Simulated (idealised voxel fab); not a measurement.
Title: Process Module voxel self aligned contacts
Displayed cross-section: cut, width of 165 nm, square cells sized 5 nm.
When this document writes out a cross-section, it uses a grid of square cells and lists it as bands, beginning at the top and moving down, with a band standing for one or more rows of cells. Within each band entry, the heights of the top and of the bottom of the band appear first, in that order and in nm; the materials of the band then follow from left to right, each with its corresponding width in nm. The designation "all across" on a single material indicates that it fills the band from edge to edge; the designation "blank" indicates empty space. It should be noted that heights are counted from 0, beneath which the wafer as supplied is of one material throughout, and that the lowest band possesses no lower boundary but continues downward, as written in "top 0, no bottom". A two-number width, for instance "30 to 40", indicates that the width is equal to the first number in the top row of the band and to the second number in the bottom row, and that it changes by a constant amount per row of cells. Reading "all unchanged" for a step: not a cell of the cross-section changed in it. Empty spaces without an open route to the top, at least 8 cells in extent, make up the entry "Trapped cavities"; each is given as width x height at distance, where the distance is measured from the left edge, and all are in nm. Formally, on a step line, whatever follows the settings is a remark that the simulator itself makes on the step. Each step line may optionally specify "overlay nm", which for a step with a mask gives the rightward distance between the mask's planned place and where it lay, a negative value indicating the leftward direction.
[plan]
1 op RECEIVE | material Si
2 op OXIDIZE | depth nm 5
3 op DIRECTIONAL_DEP | material polySi | thk nm 30
4 op DIRECTIONAL_DEP | material SiN | thk nm 20
5 op DIRECTIONAL_DEP | material aC | thk nm 15
6 op PATTERN | tone cover | mask id GATE | material resist | width nm 35 | pitch nm 70 | thk nm 30 | overlay nm 0
7 op DIRECTIONAL_ETCH | etch materials aC | depth nm 15
8 op STRIP | etch materials resist
9 op DIRECTIONAL_ETCH | etch materials SiN | depth nm 20
10 op DIRECTIONAL_ETCH | etch materials polySi | depth nm 30
11 op STRIP | etch materials aC
12 op CONFORMAL_DEP | material SiN | thk nm 10
13 op DIRECTIONAL_ETCH | etch materials SiN | depth nm 10
14 op FILL_DEP | material SiO2 | thk nm 15
15 op CMP | height nm 60
16 op DIRECTIONAL_DEP | material aC | thk nm 15
17 op PATTERN | tone open | mask id CONTACT | material resist | width nm 45 | thk nm 30 | overlay nm 0
18 op DIRECTIONAL_ETCH | etch materials aC | depth nm 15
19 op STRIP | etch materials resist
20 op DIRECTIONAL_ETCH | etch materials SiO2 | depth nm 65
21 op STRIP | etch materials aC
22 op CONFORMAL_DEP | material TiN | thk nm 5
23 op FILL_DEP | material Ru | thk nm 10
24 op CMP | height nm 60
25 op CONFORMAL_DEP | material SiCN | thk nm 5
[This is the cross-section of the wafer as we received it, i.e. after step 1]
  top 0, no bottom = Si all across
  Trapped cavities: none
[Cross-sectional image of the first of two wafers at the end of the module, the run having proceeded as planned]
  top 65, bottom 60 = SiCN all across
  top 60, bottom 50 = 60 of SiO2 | 5 to 20 of TiN | 35 to 5 of Ru | 5 to 20 of TiN | 60 of SiO2
  top 50, bottom 30 = 20 of SiO2 | 55 of SiN | 5 of TiN | 5 of Ru | 5 of TiN | 55 of SiN | 20 of SiO2
  top 30, bottom 0 = 20 of SiO2 | 10 of SiN | 35 of polySi | 10 of SiN | 5 of TiN | 5 of Ru | 5 of TiN | 10 of SiN | 35 of polySi | 10 of SiN | 20 of SiO2
  top 0, bottom -5 = 75 of SiO2 | 15 of TiN | 75 of SiO2
  top -5, no bottom = Si all across
  Trapped cavities: none
[Wafer two, end of module, cross-section. Same start, same plan as wafer one. One mistake in the run]
  top 65, bottom 60 = SiCN all across
  top 60, bottom 55 = 60 of SiO2 | 5 of TiN | 35 of Ru | 5 of TiN | 60 of SiO2
  top 55, bottom 50 = 60 of SiO2 | 45 of TiN | 60 of SiO2
  top 50, bottom 30 = 40 of SiN | 15 of SiO2 | 55 of SiN | 15 of SiO2 | 40 of SiN
  top 30, bottom 0 = 30 of polySi | 10 of SiN | 15 of SiO2 | 10 of SiN | 35 of polySi | 10 of SiN | 15 of SiO2 | 10 of SiN | 30 of polySi
  top 0, bottom -5 = SiO2 all across
  top -5, no bottom = Si all across
  Trapped cavities: none
What broke from the plan during processing? contrary to plan, step 6 was performed as op PATTERN | tone open | mask id GATE | material resist | width nm 35 | pitch nm 70 | thk nm 30 | overlay nm 0
at the end the second wafer has, in cells: Ru: 11 fewer; SiN: 20 more; SiO2: 17 fewer; TiN: 22 fewer; polySi: 30 more
